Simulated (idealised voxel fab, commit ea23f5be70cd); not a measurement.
process module | voxel ribs on slabs
cross-section cut | 275 nm wide | cells 5 nm
A cross-section is a grid of square cells, given in bands from the top down. A band is one or more rows of cells.
Each band's line starts with the height of the band's top and of its bottom, in nm. Then come its materials from left to right, each with its width in nm. One material with "throughout" fills the band from edge to edge. "air" is empty space.
Height 0 is the level under which the wafer as received is all one material. The lowest band goes on downwards, as in "0 down".
A width such as "30 to 40" changes by the same amount from each row of cells to the next, from the band's top row to its bottom row.
"no change" after a step means that no cell of the cross-section changed.
closed voids: empty space of 8 cells or more with no open way to the top, each as width x height at its distance from the left edge, in nm
after a step's settings: what the simulator itself notes on the step
overlay nm, on a step with a mask: how far to the right of its planned place the mask lay; to the left if negative
plan
1 op RECEIVE | material Si
2 op DIRECTIONAL_DEP | material SiO2 | thk nm 25
3 op DIRECTIONAL_DEP | material SiN | thk nm 15
4 op MASKED_ETCH | tone cover | mask id RIB | width nm 25 | etch materials SiN | depth nm 5 | overlay nm 0
5 op DIRECTIONAL_DEP | material aC | thk nm 15
6 op PATTERN | tone cover | mask id SLAB | material resist | width nm 55 | thk nm 35 | overlay nm 0
7 op DIRECTIONAL_ETCH | etch materials aC | depth nm 15
8 op STRIP | etch materials resist
9 op DIRECTIONAL_ETCH | etch materials SiN | depth nm 10
10 op STRIP | etch materials aC
11 op FILL_DEP | material SiO2 | thk nm 15
12 op CMP | height nm 50
13 op DIRECTIONAL_DEP | material W | thk nm 10
14 op PATTERN | tone cover | mask id HEATER | material resist | width nm 35 | thk nm 20 | overlay nm 0
15 op DIRECTIONAL_ETCH | etch materials W | depth nm 10
16 op STRIP | etch materials resist
17 op CONFORMAL_DEP | material SiN | thk nm 10
as received, after step 1
  0 down: Si throughout
  closed voids: none
first wafer at the end, as planned
  70 to 60: air 110 | SiN 55 | air 110
  60 to 50: SiN 120 | W 35 | SiN 120
  50 to 40: SiO2 throughout
  40 to 35: SiO2 125 | SiN 25 | SiO2 125
  35 to 25: SiO2 110 | SiN 55 | SiO2 110
  25 to 0: SiO2 throughout
  0 down: Si throughout
  closed voids: none
second wafer at the end: like start, like plan, one mistake
  60 to 50: air 120 | W 35 | air 120
  50 to 40: SiO2 throughout
  40 to 35: SiO2 125 | SiN 25 | SiO2 125
  35 to 25: SiO2 110 | SiN 55 | SiO2 110
  25 to 0: SiO2 throughout
  0 down: Si throughout
  closed voids: none
what went wrong: step 17 was left out
at the end the second wafer has, in cells: 118 fewer of SiN
